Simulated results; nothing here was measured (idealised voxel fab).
Process module in this document: voxel local oxidation
Shown is cross-section cut, with a width of 170 nm and square cells of size 5 nm.
This document writes a cross-section as a grid whose cells are square, and gives it as bands, listed from the top down; one or more rows of cells form a band. What a band's entry tells you: where the top is and where the bottom is, as heights in nm, and after that what lies inside, material by material from left to right, each with its width in nm. Empty space is written as the word "air", and a single material marked with the word "throughout" occupies the band from edge to edge. Height is counted from the level 0, under which the received wafer is composed throughout of one material. The lowest of the bands is not closed at the bottom but continues downward, in the notation "z 0 and below". A width such as "30..40" changes by the same amount from each row of cells to the next, from the band's top row to its bottom row. The designation "no change", where it is given for a processing step, indicates that no cell of the cross-section was altered in the course of that step. Enclosed voids (no open way to top), threshold 8 cells or more, entry "Closed void list", notation width x height at distance, distance from left edge, nm. That trailing text on a step's line, after the settings, is the simulator's own remark on the step. overlay nm: step with mask; distance mask lay right of planned place; negative value = left of planned place.

Planned step list for the process
step 1: RECEIVE,material Si
step 2: CONFORMAL_DEP,material SiO2,thk nm 5
step 3: CONFORMAL_DEP,material SiN,thk nm 15
step 4: DIRECTIONAL_DEP,material aC,thk nm 5
step 5: PATTERN,tone cover,mask id ACTIVE,material resist,width nm 100,thk nm 30,overlay nm 0
step 6: DIRECTIONAL_ETCH,etch materials aC,depth nm 15
step 7: STRIP,etch materials resist
step 8: DIRECTIONAL_ETCH,etch materials SiN,depth nm 15
step 9: STRIP,etch materials aC
step 10: SELECTIVE_ETCH,etch materials SiO2,depth nm 5
step 11: OXIDIZE,depth nm 10
step 12: STRIP,etch materials SiN
The plan shows the thk nm of step 4 as the first wafer had it; this setting differs between the wafers, which start out alike.

First wafer as received, after step 1
- z 0 and below = Si throughout
- Closed void list: none

Here's the first of several wafers in cross-section, end of the module, after the last step, step 12
- z 5 to 0 = 40 nm air; 90 nm SiO2; 40 nm air
- z 0 to -10 = 50 nm SiO2; 70 nm Si; 50 nm SiO2
- z -10 and below = Si throughout
- Closed void list: none

Cross-section, module end, final of several wafers
- z 5 to 0 = SiO2 throughout
- z 0 and below = Si throughout
- Closed void list: none

Rows = wafers. At module end, each row lists per material the cells gained (+) or lost (-) since the wafer was received, then the closed voids
thk nm 5 | -40 Si | +58 SiO2 | Closed void list: none
thk nm 10 | -40 Si | +58 SiO2 | Closed void list: none
thk nm 15 | -40 Si | +58 SiO2 | Closed void list: none
thk nm 20 | +34 SiO2 | Closed void list: none
thk nm 25 | +34 SiO2 | Closed void list: none
thk nm 30 | +34 SiO2 | Closed void list: none
